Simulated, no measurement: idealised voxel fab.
process module | voxel lift off
cross-section cut | 230 nm wide | cells 5 nm
A cross-section is a grid of square cells, given in bands from the top down. A band is one or more rows of cells.
Each band's line starts with the height of the band's top and of its bottom, in nm. Then come its materials from left to right, each with its width in nm. One material with "throughout" fills the band from edge to edge. "air" is empty space.
Height 0 is the level under which the wafer as received is all one material. The lowest band goes on downwards, as in "0 down".
A width such as "30 to 40" changes by the same amount from each row of cells to the next, from the band's top row to its bottom row.
"no change" after a step means that no cell of the cross-section changed.
closed voids: empty space of 8 cells or more with no open way to the top, each as width x height at its distance from the left edge, in nm
after a step's settings: what the simulator itself notes on the step
overlay nm, on a step with a mask: how far to the right of its planned place the mask lay; to the left if negative
plan
1 op RECEIVE | material Si
2 op CONFORMAL_DEP | material SiN | thk nm 5
3 op PATTERN | tone open | mask id LINES | material resist | width nm 15 | pitch nm 30 | thk nm 30 | overlay nm 0
4 op DIRECTIONAL_DEP | material Ru | thk nm 15
5 op STRIP | etch materials resist
6 op CONFORMAL_DEP | material SiO2 | thk nm 5
as received, after step 1
  0 down: Si throughout
  closed voids: none
first wafer at the end, as planned
  25 to 20: air 85 | SiO2 25 | air 5 | SiO2 25 | air 90
  20 to 10: air 85 | SiO2 5 | Ru 15 | SiO2 5 | air 5 | SiO2 5 | Ru 15 | SiO2 5 | air 90
  10 to 5: SiO2 90 | Ru 15 | SiO2 15 | Ru 15 | SiO2 95
  5 to 0: SiN throughout
  0 down: Si throughout
  closed voids: none
second wafer at the end: like start, like plan, one mistake
  20 to 15: air 85 | SiO2 25 | air 5 | SiO2 25 | air 90
  15 to 10: air 85 | SiO2 5 | Ru 15 | SiO2 5 | air 5 | SiO2 5 | Ru 15 | SiO2 5 | air 90
  10 to 5: SiO2 90 | Ru 15 | SiO2 15 | Ru 15 | SiO2 95
  5 to 0: SiN throughout
  0 down: Si throughout
  closed voids: none
what went wrong: step 4 ran as: op DIRECTIONAL_DEP | material Ru | thk nm 10
at the end the second wafer has, in cells: 6 fewer of Ru | 4 fewer of SiO2
